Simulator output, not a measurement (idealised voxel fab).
process module | voxel gate over fins
For reference, the cross-section in this document is cut, with width 280 nm and square cells of 5 nm.
In this document a cross-section is written as a grid of square cells. It is given as a series of bands, listed from the top down, and a band is one or more rows of cells.
The band entry comprises the height of the band's top followed by the height of its bottom, expressed in nm, and subsequently the band's materials from left to right, each stated together with its width in nm. Where a single material is marked with the word "throughout", that material fills the band from edge to edge. The word "empty" represents empty space.
Note: height 0 marks the level under which the wafer is uniformly one material as received. Lowest band unbounded below, written "0 and below".
Read "30->40" as a graded width: first number on top, second number at the bottom, same change between each pair of neighbouring rows.
"no change occurred" after a step means that no cell of the cross-section changed.
The label "Closed cavities" introduces a list of the empty spaces, 8 cells or larger, that have no open way up to the top; each entry in it reads width x height at distance, where the distance is taken from the left edge and all three are stated in nm.
The remark found on a step's line after its settings is issued by the simulator itself and pertains to that step.
The optional step-line setting "overlay nm" applies to steps with a mask and quantifies how far to the right of its planned location the mask lay, a negative value indicating leftward placement.

Listed below are the process steps as planned
1 RECEIVE [material Si]
2 CONFORMAL_DEP [material SiN] [thk nm 5]
3 PATTERN [tone cover] [mask id FINS] [material resist] [width nm 15] [pitch nm 55] [thk nm 15] [overlay nm 0]
4 DIRECTIONAL_ETCH [etch materials SiN] [depth nm 5]
5 DIRECTIONAL_ETCH [etch materials Si] [depth nm 35]
6 STRIP [etch materials resist]
7 OXIDIZE [depth nm 5]
8 FILL_DEP [material SiO2] [thk nm 15]
9 CMP [height nm 5]
10 DIRECTIONAL_DEP [material aC] [thk nm 10]
11 PATTERN [tone open] [mask id RAIL] [material resist] [width nm 15] [thk nm 25] [overlay nm 0]
12 DIRECTIONAL_ETCH [etch materials aC] [depth nm 10]
13 STRIP [etch materials resist]
14 DIRECTIONAL_ETCH [etch materials SiO2] [depth nm 35]
15 STRIP [etch materials aC]
16 CONFORMAL_DEP [material TiN] [thk nm 5]
17 FILL_DEP [material W] [thk nm 5]
18 CMP [height nm 5]
19 SELECTIVE_ETCH [etch materials W Ru TiN] [depth nm 25]
20 FILL_DEP [material SiO2] [thk nm 5]
21 CMP [height nm 5]
22 SELECTIVE_ETCH [etch materials SiO2] [depth nm 15]
23 STRIP [etch materials SiN]
24 CONFORMAL_DEP [material HfO2] [thk nm 5]
25 CONFORMAL_DEP [material TiN] [thk nm 5]
26 CONFORMAL_DEP [material TiAl] [thk nm 5]
27 CONFORMAL_DEP [material TiN] [thk nm 5]
28 FILL_DEP [material W] [thk nm 15]
29 CMP [height nm 30]
30 CONFORMAL_DEP [material SiN] [thk nm 5]

First wafer, as planned

As-received state of the wafer in cross-section, equivalent to post-step 1
  0 and below: Si throughout
  Closed cavities: none

State of the wafer after step 2, shown in cross-section
  5 down to 0: SiN throughout
  Beneath the level 0, the cross-section is identical to its previous state.

State of the wafer after step 3, shown in cross-section
  20 down to 5: empty (75), resist (15), empty (40), resist (15), empty (40), resist (15), empty (80)
  Beneath the level 5, the cross-section is identical to its previous state.

State of the wafer after step 4, shown in cross-section
  20 down to 5: empty (75), resist (15), empty (40), resist (15), empty (40), resist (15), empty (80)
  5 down to 0: empty (75), SiN (15), empty (40), SiN (15), empty (40), SiN (15), empty (80)
  Beneath the level 0, the cross-section is identical to its previous state.

State of the wafer after step 5, shown in cross-section
  20 down to 5: empty (75), resist (15), empty (40), resist (15), empty (40), resist (15), empty (80)
  5 down to 0: empty (75), SiN (15), empty (40), SiN (15), empty (40), SiN (15), empty (80)
  0 down to -35: empty (75), Si (15), empty (40), Si (15), empty (40), Si (15), empty (80)
  Beneath the level -35, the cross-section is identical to its previous state.

State of the wafer after step 6, shown in cross-section
  5 down to 0: empty (75), SiN (15), empty (40), SiN (15), empty (40), SiN (15), empty (80)
  Beneath the level 0, the cross-section is identical to its previous state.

State of the wafer after step 7, shown in cross-section
  5 down to 0: empty (75), SiN (15), empty (40), SiN (15), empty (40), SiN (15), empty (80)
  0 down to -35: empty (75), SiO2 (5), Si (5), SiO2 (5), empty (40), SiO2 (5), Si (5), SiO2 (5), empty (40), SiO2 (5), Si (5), SiO2 (5), empty (80)
  -35 down to -40: SiO2 (80), Si (5), SiO2 (50), Si (5), SiO2 (50), Si (5), SiO2 (85)
  Beneath the level -40, the cross-section is identical to its previous state.

State of the wafer after step 8, shown in cross-section
  20 down to 5: SiO2 throughout
  5 down to 0: SiO2 (75), SiN (15), SiO2 (40), SiN (15), SiO2 (40), SiN (15), SiO2 (80)
  0 down to -40: SiO2 (80), Si (5), SiO2 (50), Si (5), SiO2 (50), Si (5), SiO2 (85)
  Beneath the level -40, the cross-section is identical to its previous state.

State of the wafer after step 9, shown in cross-section
  5 down to 0: SiO2 (75), SiN (15), SiO2 (40), SiN (15), SiO2 (40), SiN (15), SiO2 (80)
  Beneath the level 0, the cross-section is identical to its previous state.

State of the wafer after step 10, shown in cross-section
  15 down to 5: aC throughout
  Beneath the level 5, the cross-section is identical to its previous state.

State of the wafer after step 11, shown in cross-section
  40 down to 15: resist (100), empty (15), resist (165)
  Beneath the level 15, the cross-section is identical to its previous state.

State of the wafer after step 12, shown in cross-section
  30 down to 15: resist (100), empty (15), resist (165)
  15 down to 5: aC (100), empty (15), aC (165)
  Beneath the level 5, the cross-section is identical to its previous state.

State of the wafer after step 13, shown in cross-section
  15 down to 5: aC (100), empty (15), aC (165)
  Beneath the level 5, the cross-section is identical to its previous state.

State of the wafer after step 14, shown in cross-section
  15 down to 5: aC (100), empty (15), aC (165)
  5 down to 0: SiO2 (75), SiN (15), SiO2 (10), empty (15), SiO2 (15), SiN (15), SiO2 (40), SiN (15), SiO2 (80)
  0 down to -30: SiO2 (80), Si (5), SiO2 (15), empty (15), SiO2 (20), Si (5), SiO2 (50), Si (5), SiO2 (85)
  Beneath the level -30, the cross-section is identical to its previous state.

State of the wafer after step 15, shown in cross-section
  5 down to 0: SiO2 (75), SiN (15), SiO2 (10), empty (15), SiO2 (15), SiN (15), SiO2 (40), SiN (15), SiO2 (80)
  Beneath the level 0, the cross-section is identical to its previous state.

State of the wafer after step 16, shown in cross-section
  10 down to 5: TiN (105), empty (5), TiN (170)
  5 down to 0: SiO2 (75), SiN (15), SiO2 (10), TiN (5), empty (5), TiN (5), SiO2 (15), SiN (15), SiO2 (40), SiN (15), SiO2 (80)
  0 down to -25: SiO2 (80), Si (5), SiO2 (15), TiN (5), empty (5), TiN (5), SiO2 (20), Si (5), SiO2 (50), Si (5), SiO2 (85)
  -25 down to -30: SiO2 (80), Si (5), SiO2 (15), TiN (15), SiO2 (20), Si (5), SiO2 (50), Si (5), SiO2 (85)
  Beneath the level -30, the cross-section is identical to its previous state.

State of the wafer after step 17, shown in cross-section
  15 down to 10: W throughout
  10 down to 5: TiN (105), W (5), TiN (170)
  5 down to 0: SiO2 (75), SiN (15), SiO2 (10), TiN (5), W (5), TiN (5), SiO2 (15), SiN (15), SiO2 (40), SiN (15), SiO2 (80)
  0 down to -25: SiO2 (80), Si (5), SiO2 (15), TiN (5), W (5), TiN (5), SiO2 (20), Si (5), SiO2 (50), Si (5), SiO2 (85)
  Beneath the level -25, the cross-section is identical to its previous state.

State of the wafer after step 18, shown in cross-section
  5 down to 0: SiO2 (75), SiN (15), SiO2 (10), TiN (5), W (5), TiN (5), SiO2 (15), SiN (15), SiO2 (40), SiN (15), SiO2 (80)
  Beneath the level 0, the cross-section is identical to its previous state.

State of the wafer after step 19, shown in cross-section
  5 down to 0: SiO2 (75), SiN (15), SiO2 (10), empty (15), SiO2 (15), SiN (15), SiO2 (40), SiN (15), SiO2 (80)
  0 down to -20: SiO2 (80), Si (5), SiO2 (15), empty (15), SiO2 (20), Si (5), SiO2 (50), Si (5), SiO2 (85)
  Beneath the level -20, the cross-section is identical to its previous state.

State of the wafer after step 20, shown in cross-section
  10 down to 5: SiO2 throughout
  5 down to 0: SiO2 (75), SiN (15), SiO2 (40), SiN (15), SiO2 (40), SiN (15), SiO2 (80)
  0 down to -20: SiO2 (80), Si (5), SiO2 (50), Si (5), SiO2 (50), Si (5), SiO2 (85)
  Beneath the level -20, the cross-section is identical to its previous state.

State of the wafer after step 21, shown in cross-section
  5 down to 0: SiO2 (75), SiN (15), SiO2 (40), SiN (15), SiO2 (40), SiN (15), SiO2 (80)
  Beneath the level 0, the cross-section is identical to its previous state.

State of the wafer after step 22, shown in cross-section
  5 down to 0: empty (75), SiN (15), empty (40), SiN (15), empty (40), SiN (15), empty (80)
  0 down to -10: empty (80), Si (5), empty (50), Si (5), empty (50), Si (5), empty (85)
  Beneath the level -10, the cross-section is identical to its previous state.

State of the wafer after step 23, shown in cross-section
  0 down to -10: empty (80), Si (5), empty (50), Si (5), empty (50), Si (5), empty (85)
  Beneath the level -10, the cross-section is identical to its previous state.

State of the wafer after step 24, shown in cross-section
  5 down to 0: empty (75), HfO2 (15), empty (40), HfO2 (15), empty (40), HfO2 (15), empty (80)
  0 down to -5: empty (75), HfO2 (5), Si (5), HfO2 (5), empty (40), HfO2 (5), Si (5), HfO2 (5), empty (40), HfO2 (5), Si (5), HfO2 (5), empty (80)
  -5 down to -10: HfO2 (80), Si (5), HfO2 (50), Si (5), HfO2 (50), Si (5), HfO2 (85)
  Beneath the level -10, the cross-section is identical to its previous state.

State of the wafer after step 25, shown in cross-section
  10 down to 5: empty (70), TiN (25), empty (30), TiN (25), empty (30), TiN (25), empty (75)
  5 down to 0: empty (70), TiN (5), HfO2 (15), TiN (5), empty (30), TiN (5), HfO2 (15), TiN (5), empty (30), TiN (5), HfO2 (15), TiN (5), empty (75)
  0 down to -5: TiN (75), HfO2 (5), Si (5), HfO2 (5), TiN (40), HfO2 (5), Si (5), HfO2 (5), TiN (40), HfO2 (5), Si (5), HfO2 (5), TiN (80)
  Beneath the level -5, the cross-section is identical to its previous state.

State of the wafer after step 26, shown in cross-section
  15 down to 10: empty (65), TiAl (35), empty (20), TiAl (35), empty (20), TiAl (35), empty (70)
  10 down to 5: empty (65), TiAl (5), TiN (25), TiAl (5), empty (20), TiAl (5), TiN (25), TiAl (5), empty (20), TiAl (5), TiN (25), TiAl (5), empty (70)
  5 down to 0: TiAl (70), TiN (5), HfO2 (15), TiN (5), TiAl (30), TiN (5), HfO2 (15), TiN (5), TiAl (30), TiN (5), HfO2 (15), TiN (5), TiAl (75)
  Beneath the level 0, the cross-section is identical to its previous state.

State of the wafer after step 27, shown in cross-section
  20 down to 15: empty (60), TiN (45), empty (10), TiN (45), empty (10), TiN (45), empty (65)
  15 down to 10: empty (60), TiN (5), TiAl (35), TiN (5), empty (10), TiN (5), TiAl (35), TiN (5), empty (10), TiN (5), TiAl (35), TiN (5), empty (65)
  10 down to 5: TiN (65), TiAl (5), TiN (25), TiAl (5), TiN (20), TiAl (5), TiN (25), TiAl (5), TiN (20), TiAl (5), TiN (25), TiAl (5), TiN (70)
  Beneath the level 5, the cross-section is identical to its previous state.

State of the wafer after step 28, shown in cross-section
  35 down to 20: W throughout
  20 down to 15: W (60), TiN (45), W (10), TiN (45), W (10), TiN (45), W (65)
  15 down to 10: W (60), TiN (5), TiAl (35), TiN (5), W (10), TiN (5), TiAl (35), TiN (5), W (10), TiN (5), TiAl (35), TiN (5), W (65)
  Beneath the level 10, the cross-section is identical to its previous state.

State of the wafer after step 29, shown in cross-section
  30 down to 20: W throughout
  Beneath the level 20, the cross-section is identical to its previous state.

State of the wafer after step 30, shown in cross-section
  35 down to 30: SiN throughout
  Beneath the level 30, the cross-section is identical to its previous state.

The second wafer began exactly as the first did and followed the same plan, but one mistake was made while running it; through step 15 inclusive, the two wafers are identical

Second wafer: cross-section at the scheduled end of step 16
  10 down to 5: TiAl (105), empty (5), TiAl (170)
  5 down to 0: SiO2 (75), SiN (15), SiO2 (10), TiAl (5), empty (5), TiAl (5), SiO2 (15), SiN (15), SiO2 (40), SiN (15), SiO2 (80)
  0 down to -25: SiO2 (80), Si (5), SiO2 (15), TiAl (5), empty (5), TiAl (5), SiO2 (20), Si (5), SiO2 (50), Si (5), SiO2 (85)
  -25 down to -30: SiO2 (80), Si (5), SiO2 (15), TiAl (15), SiO2 (20), Si (5), SiO2 (50), Si (5), SiO2 (85)
  Beneath the level -30, the cross-section is identical to its previous state.

Second wafer: cross-section at the scheduled end of step 17
  15 down to 10: W throughout
  10 down to 5: TiAl (105), W (5), TiAl (170)
  5 down to 0: SiO2 (75), SiN (15), SiO2 (10), TiAl (5), W (5), TiAl (5), SiO2 (15), SiN (15), SiO2 (40), SiN (15), SiO2 (80)
  0 down to -25: SiO2 (80), Si (5), SiO2 (15), TiAl (5), W (5), TiAl (5), SiO2 (20), Si (5), SiO2 (50), Si (5), SiO2 (85)
  Beneath the level -25, the cross-section is identical to its previous state.

Second wafer: cross-section at the scheduled end of step 18
  5 down to 0: SiO2 (75), SiN (15), SiO2 (10), TiAl (5), W (5), TiAl (5), SiO2 (15), SiN (15), SiO2 (40), SiN (15), SiO2 (80)
  Beneath the level 0, the cross-section is identical to its previous state.

Second wafer: cross-section at the scheduled end of step 19
  5 down to 0: SiO2 (75), SiN (15), SiO2 (10), TiAl (5), empty (5), TiAl (5), SiO2 (15), SiN (15), SiO2 (40), SiN (15), SiO2 (80)
  0 down to -20: SiO2 (80), Si (5), SiO2 (15), TiAl (5), empty (5), TiAl (5), SiO2 (20), Si (5), SiO2 (50), Si (5), SiO2 (85)
  Beneath the level -20, the cross-section is identical to its previous state.

Second wafer: cross-section at the scheduled end of step 20
  10 down to 5: SiO2 throughout
  5 down to 0: SiO2 (75), SiN (15), SiO2 (10), TiAl (5), SiO2 (5), TiAl (5), SiO2 (15), SiN (15), SiO2 (40), SiN (15), SiO2 (80)
  0 down to -20: SiO2 (80), Si (5), SiO2 (15), TiAl (5), SiO2 (5), TiAl (5), SiO2 (20), Si (5), SiO2 (50), Si (5), SiO2 (85)
  Beneath the level -20, the cross-section is identical to its previous state.

Second wafer: cross-section at the scheduled end of step 21
  5 down to 0: SiO2 (75), SiN (15), SiO2 (10), TiAl (5), SiO2 (5), TiAl (5), SiO2 (15), SiN (15), SiO2 (40), SiN (15), SiO2 (80)
  Beneath the level 0, the cross-section is identical to its previous state.

Second wafer: cross-section at the scheduled end of step 22
  5 down to 0: empty (75), SiN (15), empty (10), TiAl (5), empty (5), TiAl (5), empty (15), SiN (15), empty (40), SiN (15), empty (80)
  0 down to -10: empty (80), Si (5), empty (15), TiAl (5), empty (5), TiAl (5), empty (20), Si (5), empty (50), Si (5), empty (85)
  Beneath the level -10, the cross-section is identical to its previous state.

Second wafer: cross-section at the scheduled end of step 23
  5 down to 0: empty (100), TiAl (5), empty (5), TiAl (5), empty (165)
  Beneath the level 0, the cross-section is identical to its previous state.

Second wafer: cross-section at the scheduled end of step 24
  10 down to 5: empty (95), HfO2 (25), empty (160)
  5 down to 0: empty (75), HfO2 (15), empty (5), HfO2 (5), TiAl (5), HfO2 (5), TiAl (5), HfO2 (5), empty (10), HfO2 (15), empty (40), HfO2 (15), empty (80)
  0 down to -5: empty (75), HfO2 (5), Si (5), HfO2 (5), empty (5), HfO2 (5), TiAl (5), HfO2 (5), TiAl (5), HfO2 (5), empty (10), HfO2 (5), Si (5), HfO2 (5), empty (40), HfO2 (5), Si (5), HfO2 (5), empty (80)
  -5 down to -10: HfO2 (80), Si (5), HfO2 (15), TiAl (5), HfO2 (5), TiAl (5), HfO2 (20), Si (5), HfO2 (50), Si (5), HfO2 (85)
  Beneath the level -10, the cross-section is identical to its previous state.

Second wafer: cross-section at the scheduled end of step 25
  15 down to 10: empty (90), TiN (35), empty (155)
  10 down to 5: empty (70), TiN (25), HfO2 (25), TiN (30), empty (30), TiN (25), empty (75)
  5 down to 0: empty (70), TiN (5), HfO2 (15), TiN (5), HfO2 (5), TiAl (5), HfO2 (5), TiAl (5), HfO2 (5), TiN (10), HfO2 (15), TiN (5), empty (30), TiN (5), HfO2 (15), TiN (5), empty (75)
  0 down to -5: TiN (75), HfO2 (5), Si (5), HfO2 (5), TiN (5), HfO2 (5), TiAl (5), HfO2 (5), TiAl (5), HfO2 (5), TiN (10), HfO2 (5), Si (5), HfO2 (5), TiN (40), HfO2 (5), Si (5), HfO2 (5), TiN (80)
  Beneath the level -5, the cross-section is identical to its previous state.

Second wafer: cross-section at the scheduled end of step 26
  20 down to 15: empty (85), TiAl (45), empty (150)
  15 down to 10: empty (65), TiAl (25), TiN (35), TiAl (30), empty (20), TiAl (35), empty (70)
  10 down to 5: empty (65), TiAl (5), TiN (25), HfO2 (25), TiN (30), TiAl (5), empty (20), TiAl (5), TiN (25), TiAl (5), empty (70)
  5 down to 0: TiAl (70), TiN (5), HfO2 (15), TiN (5), HfO2 (5), TiAl (5), HfO2 (5), TiAl (5), HfO2 (5), TiN (10), HfO2 (15), TiN (5), TiAl (30), TiN (5), HfO2 (15), TiN (5), TiAl (75)
  Beneath the level 0, the cross-section is identical to its previous state.

Second wafer: cross-section at the scheduled end of step 27
  25 down to 20: empty (80), TiN (55), empty (145)
  20 down to 15: empty (60), TiN (25), TiAl (45), TiN (30), empty (10), TiN (45), empty (65)
  15 down to 10: empty (60), TiN (5), TiAl (25), TiN (35), TiAl (30), TiN (5), empty (10), TiN (5), TiAl (35), TiN (5), empty (65)
  10 down to 5: TiN (65), TiAl (5), TiN (25), HfO2 (25), TiN (30), TiAl (5), TiN (20), TiAl (5), TiN (25), TiAl (5), TiN (70)
  Beneath the level 5, the cross-section is identical to its previous state.

Second wafer: cross-section at the scheduled end of step 28
  40 down to 25: W throughout
  25 down to 20: W (80), TiN (55), W (145)
  20 down to 15: W (60), TiN (25), TiAl (45), TiN (30), W (10), TiN (45), W (65)
  15 down to 10: W (60), TiN (5), TiAl (25), TiN (35), TiAl (30), TiN (5), W (10), TiN (5), TiAl (35), TiN (5), W (65)
  Beneath the level 10, the cross-section is identical to its previous state.

Second wafer: cross-section at the scheduled end of step 29
  30 down to 25: W throughout
  Beneath the level 25, the cross-section is identical to its previous state.

Second wafer: cross-section at the scheduled end of step 30
  35 down to 30: SiN throughout
  Beneath the level 30, the cross-section is identical to its previous state.
Want to know what went wrong? heads up, step 16 didn't go per plan, it actually ran as CONFORMAL_DEP [material TiAl] [thk nm 5]
End of process, cell counts, second wafer against first, materials with more or fewer: +9 HfO2, -4 SiO2, +13 TiAl, -3 TiN, -15 W
